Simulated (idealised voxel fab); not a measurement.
voxel gate over fins: a process module
Each square cell in cross-section cut measures 5 nm, and the section as a whole is 265 nm wide.
A cross-section in this document is a grid of square cells, and it is written down as bands, the top band listed before the ones below it; a band is made up of one or more rows of cells.
Top, bottom (nm), then materials left to right with widths (nm); lone material tagged "full width" fills the whole band edge to edge; "blank" = empty space.
Note: height 0 marks the level under which the wafer is uniformly one material as received. Lowest band unbounded below, written "0..down".
Quick explanation for "30->40": the width changes in equal steps down the rows of cells, from the first number in the band's top row to the second number in its bottom row.
The designation "remained the same", where it is given for a processing step, indicates that no cell of the cross-section was altered in the course of that step.
Look at "Enclosed void catalog" for the closed voids: empty spaces with no open path to the top, sized 8 cells or up. Each is width x height at distance, distance from the left edge, all nm.
On a step's line, text after the settings is the simulator commenting on that step.
Among the settings permitted on a step's line is "overlay nm"; applied to a step with a mask, it specifies the extent to which the mask lay to the right of its planned position, whereas a negative figure signifies a position to the left.

### List of planned process steps
1) RECEIVE, material Si
2) CONFORMAL_DEP, material SiN, thk nm 10
3) DIRECTIONAL_DEP, material aC, thk nm 10
4) PATTERN, tone cover, mask id FINS, material resist, width nm 15, pitch nm 50, thk nm 30, overlay nm 0
5) DIRECTIONAL_ETCH, etch materials aC, depth nm 10
6) STRIP, etch materials resist
7) DIRECTIONAL_ETCH, etch materials SiN, depth nm 10
8) DIRECTIONAL_ETCH, etch materials Si, depth nm 40
9) STRIP, etch materials aC
10) FILL_DEP, material SiO2, thk nm 15
11) CMP, height nm 10
12) PATTERN, tone open, mask id RAIL, material resist, width nm 15, thk nm 15, overlay nm 0
13) DIRECTIONAL_ETCH, etch materials SiO2, depth nm 45
14) STRIP, etch materials resist
15) CONFORMAL_DEP, material TiN, thk nm 5
16) FILL_DEP, material W, thk nm 10
17) CMP, height nm 10
18) SELECTIVE_ETCH, etch materials W Ru TiN, depth nm 25
19) FILL_DEP, material SiO2, thk nm 5
20) CMP, height nm 10
21) SELECTIVE_ETCH, etch materials SiO2, depth nm 20
22) STRIP, etch materials SiN
23) CONFORMAL_DEP, material HfO2, thk nm 5
24) CONFORMAL_DEP, material TiN, thk nm 5
25) CONFORMAL_DEP, material TiAl, thk nm 5
26) CONFORMAL_DEP, material TiN, thk nm 5
27) FILL_DEP, material W, thk nm 10
28) CMP, height nm 25
29) CONFORMAL_DEP, material SiCN, thk nm 10
Be aware that, although all wafers share a common starting state, the width nm at step 12 differs among them, and the plan displays the first wafer's value.

### As-received cross-section, first of several wafers, post step 1
* 0..down = Si full width
* Enclosed void catalog: none

### Per-wafer rows below. For each material: cells gained (+) or lost (-) since the wafer was received, as of end of module. Then: closed voids
width nm 15 | +61 HfO2 | -376 Si | +106 SiCN | +270 SiO2 | +61 TiAl | +129 TiN | +120 W | Enclosed void catalog: none
width nm 20 | +61 HfO2 | -376 Si | +106 SiCN | +266 SiO2 | +61 TiAl | +130 TiN | +123 W | Enclosed void catalog: none
width nm 25 | +61 HfO2 | -376 Si | +106 SiCN | +262 SiO2 | +61 TiAl | +131 TiN | +126 W | Enclosed void catalog: none
width nm 30 | +61 HfO2 | -376 Si | +106 SiCN | +258 SiO2 | +61 TiAl | +132 TiN | +129 W | Enclosed void catalog: none
